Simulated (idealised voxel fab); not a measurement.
process module | voxel self aligned vias
cross-section cut | 285 nm wide | cells 5 nm
A cross-section is a grid of square cells, given in bands from the top down. A band is one or more rows of cells.
Each band's line starts with the height of the band's top and of its bottom, in nm. Then come its materials from left to right, each with its width in nm. One material with "throughout" fills the band from edge to edge. "air" is empty space.
Height 0 is the level under which the wafer as received is all one material. The lowest band goes on downwards, as in "0 down".
A width such as "30 to 40" changes by the same amount from each row of cells to the next, from the band's top row to its bottom row.
"no change" after a step means that no cell of the cross-section changed.
closed voids: empty space of 8 cells or more with no open way to the top, each as width x height at its distance from the left edge, in nm
after a step's settings: what the simulator itself notes on the step
overlay nm, on a step with a mask: how far to the right of its planned place the mask lay; to the left if negative
plan
1 op RECEIVE | material Si
2 op CONFORMAL_DEP | material SiO2 | thk nm 10
3 op CONFORMAL_DEP | material SiCN | thk nm 5
4 op DIRECTIONAL_DEP | material SiO2 | thk nm 30
5 op MASKED_ETCH | tone open | mask id LINES | width nm 15 | pitch nm 60 | etch materials SiO2 | depth nm 30 | overlay nm 0
6 op CONFORMAL_DEP | material TiN | thk nm 5
7 op FILL_DEP | material Ru | thk nm 5
8 op CMP | height nm 45
9 op SELECTIVE_ETCH | etch materials W Ru TiN | depth nm 10
10 op FILL_DEP | material SiN | thk nm 5
11 op CMP | height nm 45
12 op DIRECTIONAL_DEP | material SiO2 | thk nm 20
13 op DIRECTIONAL_DEP | material aC | thk nm 10
14 op PATTERN | tone open | mask id VIAS | material resist | width nm 45 | pitch nm 60 | thk nm 30 | overlay nm 0
15 op DIRECTIONAL_ETCH | etch materials aC | depth nm 10
16 op STRIP | etch materials resist
17 op DIRECTIONAL_ETCH | etch materials SiO2 | depth nm 20
18 op DIRECTIONAL_ETCH | etch materials SiN | depth nm 10
19 op STRIP | etch materials aC
20 op CONFORMAL_DEP | material TiN | thk nm 5
21 op FILL_DEP | material Ru | thk nm 10
22 op CMP | height nm 65
23 op CONFORMAL_DEP | material SiCN | thk nm 5
varied across the wafers: width nm of step 5. The plan shows the first wafer's value. All wafers start alike
first wafer as received, after step 1
  0 down: Si throughout
  closed voids: none
first wafer at the end, after step 23
  70 to 65: SiCN throughout
  65 to 50: SiO2 90 | TiN 5 | Ru 35 | TiN 5 | SiO2 15 | TiN 5 | Ru 35 | TiN 5 | SiO2 90
  50 to 40: SiO2 90 to 105 | TiN 20 to 5 | Ru 5 | TiN 20 to 5 | SiO2 15 to 45 | TiN 20 to 5 | Ru 5 | TiN 20 to 5 | SiO2 90 to 105
  40 to 35: SiO2 105 | TiN 15 | SiO2 45 | TiN 15 | SiO2 105
  35 to 20: SiO2 105 | TiN 5 | Ru 5 | TiN 5 | SiO2 45 | TiN 5 | Ru 5 | TiN 5 | SiO2 105
  20 to 15: SiO2 105 | TiN 15 | SiO2 45 | TiN 15 | SiO2 105
  15 to 10: SiCN throughout
  10 to 0: SiO2 throughout
  0 down: Si throughout
  closed voids: none
last wafer at the end
  70 to 65: SiCN throughout
  65 to 50: SiO2 90 | TiN 5 | Ru 35 | TiN 5 | SiO2 15 | TiN 5 | Ru 35 | TiN 5 | SiO2 90
  50 to 40: SiO2 90 to 95 | TiN 10 to 5 | Ru 30 | TiN 5 | SiO2 15 to 20 | TiN 10 to 5 | Ru 30 | TiN 5 | SiO2 90
  40 to 35: SiO2 95 | TiN 40 | SiO2 20 | TiN 40 | SiO2 90
  35 to 20: SiO2 95 | TiN 5 | Ru 30 | TiN 5 | SiO2 20 | TiN 5 | Ru 30 | TiN 5 | SiO2 90
  20 to 15: SiO2 95 | TiN 40 | SiO2 20 | TiN 40 | SiO2 90
  15 to 10: SiCN throughout
  10 to 0: SiO2 throughout
  0 down: Si throughout
  closed voids: none
each wafer at the end: cells of each material gained (+) or lost (-) since it was received, then its closed voids
width nm 15 | +52 Ru | +114 SiCN | +576 SiO2 | +56 TiN | closed voids: none
width nm 20 | +62 Ru | +114 SiCN | +564 SiO2 | +58 TiN | closed voids: none
width nm 25 | +72 Ru | +114 SiCN | +552 SiO2 | +60 TiN | closed voids: none
width nm 30 | +82 Ru | +114 SiCN | +540 SiO2 | +62 TiN | closed voids: none
width nm 35 | +92 Ru | +114 SiCN | +528 SiO2 | +64 TiN | closed voids: none
width nm 40 | +102 Ru | +114 SiCN | +516 SiO2 | +66 TiN | closed voids: none
